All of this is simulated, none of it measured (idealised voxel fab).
Process module, titled voxel capacitor over wiring
For reference, the cross-section in this document is cut, with width 225 nm and square cells of 5 nm.
How to read a cross-section here: the picture is a grid of square cells, written as bands going from the top down, and any band can span one or more rows of cells.
Heads up on the band format: heights come first, top then bottom, in nm. After that it's the materials left to right, each with its width in nm. A single material flagged "full width" fills the whole band edge to edge, and "air" means there's empty space there.
Height reference: 0 = level under which incoming wafer is all one material. Lowest band: no bottom, runs on downward, e.g. "z 0 and below".
Width: "30..40" (first number = top row, second number = bottom row, same change from row to row of cells).
Where the words "no change occurred" appear for a step, the cross-section shows no cell changed by that step; every cell remained as before.
The entry titled "Voids, sealed" provides the empty spaces that have no open way to the top, restricted to those of 8 cells or more. Each is presented as width x height at distance, the distance being measured from the left edge, with all three in nm.
It should be noted that, on the line of a given step, the content following the step's settings is a remark produced by the simulator itself with respect to that step.
"overlay nm" answers the question of how far to the right of plan the mask lay on a step that has a mask, and when it is negative the answer is to the left.
**Listed below are the process steps as planned**
1: RECEIVE (material Si)
2: CONFORMAL_DEP (material SiO2; thk nm 10)
3: CONFORMAL_DEP (material SiN; thk nm 5)
4: DIRECTIONAL_DEP (material SiO2; thk nm 20)
5: DIRECTIONAL_DEP (material aC; thk nm 15)
6: PATTERN (tone open; mask id METAL_1; material resist; width nm 25; pitch nm 85; thk nm 35; overlay nm 0)
7: DIRECTIONAL_ETCH (etch materials aC; depth nm 15)
8: STRIP (etch materials resist)
9: DIRECTIONAL_ETCH (etch materials SiO2; depth nm 20)
10: DIRECTIONAL_ETCH (etch materials SiN; depth nm 5)
11: STRIP (etch materials aC)
12: CONFORMAL_DEP (material TiN; thk nm 5)
13: FILL_DEP (material Cu; thk nm 10)
14: CMP (height nm 35)
15: CONFORMAL_DEP (material SiCN; thk nm 5)
16: DIRECTIONAL_DEP (material lowk; thk nm 20)
17: MASKED_ETCH (tone open; mask id PLUG_1; width nm 15; etch materials lowk; depth nm 20; overlay nm 0)
18: MASKED_ETCH (tone open; mask id PLUG_1; width nm 15; etch materials SiCN; depth nm 5; overlay nm 0)
19: CONFORMAL_DEP (material TiN; thk nm 5)
20: FILL_DEP (material W; thk nm 5)
21: CMP (height nm 60)
22: DIRECTIONAL_DEP (material TiN; thk nm 10)
23: DIRECTIONAL_DEP (material SiN; thk nm 5)
24: DIRECTIONAL_DEP (material TiN; thk nm 10)
25: PATTERN (tone cover; mask id UPPER_PLATE; material resist; width nm 65; thk nm 20; overlay nm 0)
26: DIRECTIONAL_ETCH (etch materials TiN; depth nm 10)
27: DIRECTIONAL_ETCH (etch materials SiN; depth nm 5)
28: STRIP (etch materials resist)
29: MASKED_ETCH (tone cover; mask id LOWER_PLATE; width nm 75; etch materials TiN; depth nm 10; overlay nm 0)
30: FILL_DEP (material SiO2; thk nm 15)
31: CMP (height nm 95)
32: DIRECTIONAL_DEP (material aC; thk nm 10)
33: PATTERN (tone open; mask id PLUG_2; material resist; width nm 15; thk nm 25; overlay nm 0)
34: DIRECTIONAL_ETCH (etch materials aC; depth nm 10)
35: STRIP (etch materials resist)
36: DIRECTIONAL_ETCH (etch materials SiO2; depth nm 10)
37: STRIP (etch materials aC)
38: CONFORMAL_DEP (material TiN; thk nm 5)
39: FILL_DEP (material Cu; thk nm 10)
40: CMP (height nm 95)
41: CONFORMAL_DEP (material SiCN; thk nm 5)
**Wafer, first of two, run as planned**
**Cross-section of the wafer upon arrival, representing the state reached after step 1**
    z 0 and below: Si full width
    Voids, sealed: none
**Cross-sectional representation of the wafer at the conclusion of step 2**
    z 10 to 0: SiO2 full width
    Below 0, the layers are the same as they were.
**Cross-sectional representation of the wafer at the conclusion of step 3**
    z 15 to 10: SiN full width
    Below 10, the layers are the same as they were.
**Cross-sectional representation of the wafer at the conclusion of step 4**
    z 35 to 15: SiO2 full width
    Below 15, the layers are the same as they were.
**Cross-sectional representation of the wafer at the conclusion of step 5**
    z 50 to 35: aC full width
    Below 35, the layers are the same as they were.
**Cross-sectional representation of the wafer at the conclusion of step 6**
    z 85 to 50: resist (55); air (25); resist (60); air (25); resist (60)
    Below 50, the layers are the same as they were.
**Cross-sectional representation of the wafer at the conclusion of step 7**
    z 70 to 50: resist (55); air (25); resist (60); air (25); resist (60)
    z 50 to 35: aC (55); air (25); aC (60); air (25); aC (60)
    Below 35, the layers are the same as they were.
**Cross-sectional representation of the wafer at the conclusion of step 8**
    z 50 to 35: aC (55); air (25); aC (60); air (25); aC (60)
    Below 35, the layers are the same as they were.
**Cross-sectional representation of the wafer at the conclusion of step 9**
    z 50 to 35: aC (55); air (25); aC (60); air (25); aC (60)
    z 35 to 15: SiO2 (55); air (25); SiO2 (60); air (25); SiO2 (60)
    Below 15, the layers are the same as they were.
**Cross-sectional representation of the wafer at the conclusion of step 10**
    z 50 to 35: aC (55); air (25); aC (60); air (25); aC (60)
    z 35 to 15: SiO2 (55); air (25); SiO2 (60); air (25); SiO2 (60)
    z 15 to 10: SiN (55); air (25); SiN (60); air (25); SiN (60)
    Below 10, the layers are the same as they were.
**Cross-sectional representation of the wafer at the conclusion of step 11**
    z 35 to 15: SiO2 (55); air (25); SiO2 (60); air (25); SiO2 (60)
    Below 15, the layers are the same as they were.
**Cross-sectional representation of the wafer at the conclusion of step 12**
    z 40 to 35: TiN (60); air (15); TiN (70); air (15); TiN (65)
    z 35 to 15: SiO2 (55); TiN (5); air (15); TiN (5); SiO2 (60); TiN (5); air (15); TiN (5); SiO2 (60)
    z 15 to 10: SiN (55); TiN (25); SiN (60); TiN (25); SiN (60)
    Below 10, the layers are the same as they were.
**Cross-sectional representation of the wafer at the conclusion of step 13**
    z 50 to 40: Cu full width
    z 40 to 35: TiN (60); Cu (15); TiN (70); Cu (15); TiN (65)
    z 35 to 15: SiO2 (55); TiN (5); Cu (15); TiN (5); SiO2 (60); TiN (5); Cu (15); TiN (5); SiO2 (60)
    Below 15, the layers are the same as they were.
**Cross-sectional representation of the wafer at the conclusion of step 14**
    z 35 to 15: SiO2 (55); TiN (5); Cu (15); TiN (5); SiO2 (60); TiN (5); Cu (15); TiN (5); SiO2 (60)
    Below 15, the layers are the same as they were.
**Cross-sectional representation of the wafer at the conclusion of step 15**
    z 40 to 35: SiCN full width
    Below 35, the layers are the same as they were.
**Cross-sectional representation of the wafer at the conclusion of step 16**
    z 60 to 40: lowk full width
    Below 40, the layers are the same as they were.
**Cross-sectional representation of the wafer at the conclusion of step 17**
    z 60 to 40: lowk (65); air (15); lowk (145)
    Below 40, the layers are the same as they were.
**Cross-sectional representation of the wafer at the conclusion of step 18**
    z 60 to 40: lowk (65); air (15); lowk (145)
    z 40 to 35: SiCN (65); air (15); SiCN (145)
    Below 35, the layers are the same as they were.
**Cross-sectional representation of the wafer at the conclusion of step 19**
    z 65 to 60: TiN (70); air (5); TiN (150)
    z 60 to 40: lowk (65); TiN (5); air (5); TiN (5); lowk (145)
    z 40 to 35: SiCN (65); TiN (15); SiCN (145)
    Below 35, the layers are the same as they were.
**Cross-sectional representation of the wafer at the conclusion of step 20**
    z 70 to 65: W full width
    z 65 to 60: TiN (70); W (5); TiN (150)
    z 60 to 40: lowk (65); TiN (5); W (5); TiN (5); lowk (145)
    Below 40, the layers are the same as they were.
**Cross-sectional representation of the wafer at the conclusion of step 21**
    z 60 to 40: lowk (65); TiN (5); W (5); TiN (5); lowk (145)
    Below 40, the layers are the same as they were.
**Cross-sectional representation of the wafer at the conclusion of step 22**
    z 70 to 60: TiN full width
    Below 60, the layers are the same as they were.
**Cross-sectional representation of the wafer at the conclusion of step 23**
    z 75 to 70: SiN full width
    Below 70, the layers are the same as they were.
**Cross-sectional representation of the wafer at the conclusion of step 24**
    z 85 to 75: TiN full width
    Below 75, the layers are the same as they were.
**Cross-sectional representation of the wafer at the conclusion of step 25**
    z 105 to 85: air (65); resist (65); air (95)
    Below 85, the layers are the same as they were.
**Cross-sectional representation of the wafer at the conclusion of step 26**
    z 105 to 85: air (65); resist (65); air (95)
    z 85 to 75: air (65); TiN (65); air (95)
    Below 75, the layers are the same as they were.
**Cross-sectional representation of the wafer at the conclusion of step 27**
    z 105 to 85: air (65); resist (65); air (95)
    z 85 to 75: air (65); TiN (65); air (95)
    z 75 to 70: air (65); SiN (65); air (95)
    Below 70, the layers are the same as they were.
**Cross-sectional representation of the wafer at the conclusion of step 28**
    z 85 to 75: air (65); TiN (65); air (95)
    Below 75, the layers are the same as they were.
**Cross-sectional representation of the wafer at the conclusion of step 29**
    z 85 to 75: air (65); TiN (65); air (95)
    z 75 to 70: air (65); SiN (65); air (95)
    z 70 to 60: air (60); TiN (75); air (90)
    Below 60, the layers are the same as they were.
**Cross-sectional representation of the wafer at the conclusion of step 30**
    z 100 to 85: SiO2 full width
    z 85 to 75: SiO2 (65); TiN (65); SiO2 (95)
    z 75 to 70: SiO2 (65); SiN (65); SiO2 (95)
    z 70 to 60: SiO2 (60); TiN (75); SiO2 (90)
    Below 60, the layers are the same as they were.
**Cross-sectional representation of the wafer at the conclusion of step 31**
    z 95 to 85: SiO2 full width
    Below 85, the layers are the same as they were.
**Cross-sectional representation of the wafer at the conclusion of step 32**
    z 105 to 95: aC full width
    Below 95, the layers are the same as they were.
**Cross-sectional representation of the wafer at the conclusion of step 33**
    z 130 to 105: resist (75); air (15); resist (135)
    Below 105, the layers are the same as they were.
**Cross-sectional representation of the wafer at the conclusion of step 34**
    z 120 to 105: resist (75); air (15); resist (135)
    z 105 to 95: aC (75); air (15); aC (135)
    Below 95, the layers are the same as they were.
**Cross-sectional representation of the wafer at the conclusion of step 35**
    z 105 to 95: aC (75); air (15); aC (135)
    Below 95, the layers are the same as they were.
**Cross-sectional representation of the wafer at the conclusion of step 36**
    z 105 to 95: aC (75); air (15); aC (135)
    z 95 to 85: SiO2 (75); air (15); SiO2 (135)
    Below 85, the layers are the same as they were.
**Cross-sectional representation of the wafer at the conclusion of step 37**
    z 95 to 85: SiO2 (75); air (15); SiO2 (135)
    Below 85, the layers are the same as they were.
**Cross-sectional representation of the wafer at the conclusion of step 38**
    z 100 to 95: TiN (80); air (5); TiN (140)
    z 95 to 90: SiO2 (75); TiN (5); air (5); TiN (5); SiO2 (135)
    z 90 to 85: SiO2 (75); TiN (15); SiO2 (135)
    Below 85, the layers are the same as they were.
**Cross-sectional representation of the wafer at the conclusion of step 39**
    z 110 to 100: Cu full width
    z 100 to 95: TiN (80); Cu (5); TiN (140)
    z 95 to 90: SiO2 (75); TiN (5); Cu (5); TiN (5); SiO2 (135)
    Below 90, the layers are the same as they were.
**Cross-sectional representation of the wafer at the conclusion of step 40**
    z 95 to 90: SiO2 (75); TiN (5); Cu (5); TiN (5); SiO2 (135)
    Below 90, the layers are the same as they were.
**Cross-sectional representation of the wafer at the conclusion of step 41**
    z 100 to 95: SiCN full width
    Below 95, the layers are the same as they were.
**Wafer two: like wafer one in start and plan, but with one mistake in execution; identical up to and including step 5**
**Second wafer profile in section, at the moment step 6 of the plan was meant to be complete**
    z 85 to 50: air (55); resist (25); air (60); resist (25); air (60)
    Below 50, the layers are the same as they were.
**Second wafer profile in section, at the moment step 7 of the plan was meant to be complete**
    z 70 to 50: air (55); resist (25); air (60); resist (25); air (60)
    z 50 to 35: air (55); aC (25); air (60); aC (25); air (60)
    Below 35, the layers are the same as they were.
**Second wafer profile in section, at the moment step 8 of the plan was meant to be complete**
    z 50 to 35: air (55); aC (25); air (60); aC (25); air (60)
    Below 35, the layers are the same as they were.
**Second wafer profile in section, at the moment step 9 of the plan was meant to be complete**
    z 50 to 35: air (55); aC (25); air (60); aC (25); air (60)
    z 35 to 15: air (55); SiO2 (25); air (60); SiO2 (25); air (60)
    Below 15, the layers are the same as they were.
**Second wafer profile in section, at the moment step 10 of the plan was meant to be complete**
    z 50 to 35: air (55); aC (25); air (60); aC (25); air (60)
    z 35 to 15: air (55); SiO2 (25); air (60); SiO2 (25); air (60)
    z 15 to 10: air (55); SiN (25); air (60); SiN (25); air (60)
    Below 10, the layers are the same as they were.
**Second wafer profile in section, at the moment step 11 of the plan was meant to be complete**
    z 35 to 15: air (55); SiO2 (25); air (60); SiO2 (25); air (60)
    Below 15, the layers are the same as they were.
**Second wafer profile in section, at the moment step 12 of the plan was meant to be complete**
    z 40 to 35: air (50); TiN (35); air (50); TiN (35); air (55)
    z 35 to 15: air (50); TiN (5); SiO2 (25); TiN (5); air (50); TiN (5); SiO2 (25); TiN (5); air (55)
    z 15 to 10: TiN (55); SiN (25); TiN (60); SiN (25); TiN (60)
    Below 10, the layers are the same as they were.
**Second wafer profile in section, at the moment step 13 of the plan was meant to be complete**
    z 50 to 40: Cu full width
    z 40 to 35: Cu (50); TiN (35); Cu (50); TiN (35); Cu (55)
    z 35 to 15: Cu (50); TiN (5); SiO2 (25); TiN (5); Cu (50); TiN (5); SiO2 (25); TiN (5); Cu (55)
    Below 15, the layers are the same as they were.
**Second wafer profile in section, at the moment step 14 of the plan was meant to be complete**
    z 35 to 15: Cu (50); TiN (5); SiO2 (25); TiN (5); Cu (50); TiN (5); SiO2 (25); TiN (5); Cu (55)
    Below 15, the layers are the same as they were.
**Second wafer profile in section, at the moment step 15 of the plan was meant to be complete**
    z 40 to 35: SiCN full width
    Below 35, the layers are the same as they were.
**Second wafer profile in section, at the moment step 16 of the plan was meant to be complete**
    z 60 to 40: lowk full width
    Below 40, the layers are the same as they were.
**Second wafer profile in section, at the moment step 17 of the plan was meant to be complete**
    z 60 to 40: lowk (65); air (15); lowk (145)
    Below 40, the layers are the same as they were.
**Second wafer profile in section, at the moment step 18 of the plan was meant to be complete**
    z 60 to 40: lowk (65); air (15); lowk (145)
    z 40 to 35: SiCN (65); air (15); SiCN (145)
    Below 35, the layers are the same as they were.
**Second wafer profile in section, at the moment step 19 of the plan was meant to be complete**
    z 65 to 60: TiN (70); air (5); TiN (150)
    z 60 to 40: lowk (65); TiN (5); air (5); TiN (5); lowk (145)
    z 40 to 35: SiCN (65); TiN (15); SiCN (145)
    Below 35, the layers are the same as they were.
**Second wafer profile in section, at the moment step 20 of the plan was meant to be complete**
    z 70 to 65: W full width
    z 65 to 60: TiN (70); W (5); TiN (150)
    z 60 to 40: lowk (65); TiN (5); W (5); TiN (5); lowk (145)
    Below 40, the layers are the same as they were.
**Second wafer profile in section, at the moment step 21 of the plan was meant to be complete**
    z 60 to 40: lowk (65); TiN (5); W (5); TiN (5); lowk (145)
    Below 40, the layers are the same as they were.
**Second wafer profile in section, at the moment step 22 of the plan was meant to be complete**
    z 70 to 60: TiN full width
    Below 60, the layers are the same as they were.
**Second wafer profile in section, at the moment step 23 of the plan was meant to be complete**
    z 75 to 70: SiN full width
    Below 70, the layers are the same as they were.
**Second wafer profile in section, at the moment step 24 of the plan was meant to be complete**
    z 85 to 75: TiN full width
    Below 75, the layers are the same as they were.
**Second wafer profile in section, at the moment step 25 of the plan was meant to be complete**
    z 105 to 85: air (65); resist (65); air (95)
    Below 85, the layers are the same as they were.
**Second wafer profile in section, at the moment step 26 of the plan was meant to be complete**
    z 105 to 85: air (65); resist (65); air (95)
    z 85 to 75: air (65); TiN (65); air (95)
    Below 75, the layers are the same as they were.
**Second wafer profile in section, at the moment step 27 of the plan was meant to be complete**
    z 105 to 85: air (65); resist (65); air (95)
    z 85 to 75: air (65); TiN (65); air (95)
    z 75 to 70: air (65); SiN (65); air (95)
    Below 70, the layers are the same as they were.
**Second wafer profile in section, at the moment step 28 of the plan was meant to be complete**
    z 85 to 75: air (65); TiN (65); air (95)
    Below 75, the layers are the same as they were.
**Second wafer profile in section, at the moment step 29 of the plan was meant to be complete**
    z 85 to 75: air (65); TiN (65); air (95)
    z 75 to 70: air (65); SiN (65); air (95)
    z 70 to 60: air (60); TiN (75); air (90)
    Below 60, the layers are the same as they were.
**Second wafer profile in section, at the moment step 30 of the plan was meant to be complete**
    z 100 to 85: SiO2 full width
    z 85 to 75: SiO2 (65); TiN (65); SiO2 (95)
    z 75 to 70: SiO2 (65); SiN (65); SiO2 (95)
    z 70 to 60: SiO2 (60); TiN (75); SiO2 (90)
    Below 60, the layers are the same as they were.
**Second wafer profile in section, at the moment step 31 of the plan was meant to be complete**
    z 95 to 85: SiO2 full width
    Below 85, the layers are the same as they were.
**Second wafer profile in section, at the moment step 32 of the plan was meant to be complete**
    z 105 to 95: aC full width
    Below 95, the layers are the same as they were.
**Second wafer profile in section, at the moment step 33 of the plan was meant to be complete**
    z 130 to 105: resist (75); air (15); resist (135)
    Below 105, the layers are the same as they were.
**Second wafer profile in section, at the moment step 34 of the plan was meant to be complete**
    z 120 to 105: resist (75); air (15); resist (135)
    z 105 to 95: aC (75); air (15); aC (135)
    Below 95, the layers are the same as they were.
**Second wafer profile in section, at the moment step 35 of the plan was meant to be complete**
    z 105 to 95: aC (75); air (15); aC (135)
    Below 95, the layers are the same as they were.
**Second wafer profile in section, at the moment step 36 of the plan was meant to be complete**
    z 105 to 95: aC (75); air (15); aC (135)
    z 95 to 85: SiO2 (75); air (15); SiO2 (135)
    Below 85, the layers are the same as they were.
**Second wafer profile in section, at the moment step 37 of the plan was meant to be complete**
    z 95 to 85: SiO2 (75); air (15); SiO2 (135)
    Below 85, the layers are the same as they were.
**Second wafer profile in section, at the moment step 38 of the plan was meant to be complete**
    z 100 to 95: TiN (80); air (5); TiN (140)
    z 95 to 90: SiO2 (75); TiN (5); air (5); TiN (5); SiO2 (135)
    z 90 to 85: SiO2 (75); TiN (15); SiO2 (135)
    Below 85, the layers are the same as they were.
**Second wafer profile in section, at the moment step 39 of the plan was meant to be complete**
    z 110 to 100: Cu full width
    z 100 to 95: TiN (80); Cu (5); TiN (140)
    z 95 to 90: SiO2 (75); TiN (5); Cu (5); TiN (5); SiO2 (135)
    Below 90, the layers are the same as they were.
**Second wafer profile in section, at the moment step 40 of the plan was meant to be complete**
    z 95 to 90: SiO2 (75); TiN (5); Cu (5); TiN (5); SiO2 (135)
    Below 90, the layers are the same as they were.
**Second wafer profile in section, at the moment step 41 of the plan was meant to be complete**
    z 100 to 95: SiCN full width
    Below 95, the layers are the same as they were.
Where did the run depart from the plan? off-plan run, step 6, actual operation and settings PATTERN (tone cover; mask id METAL_1; material resist; width nm 25; pitch nm 85; thk nm 35; overlay nm 0)
Wafer comparison, final, in cells, second relative to first, materials more or fewer: Cu: 100 more | SiN: 25 fewer | SiO2: 100 fewer | TiN: 25 more
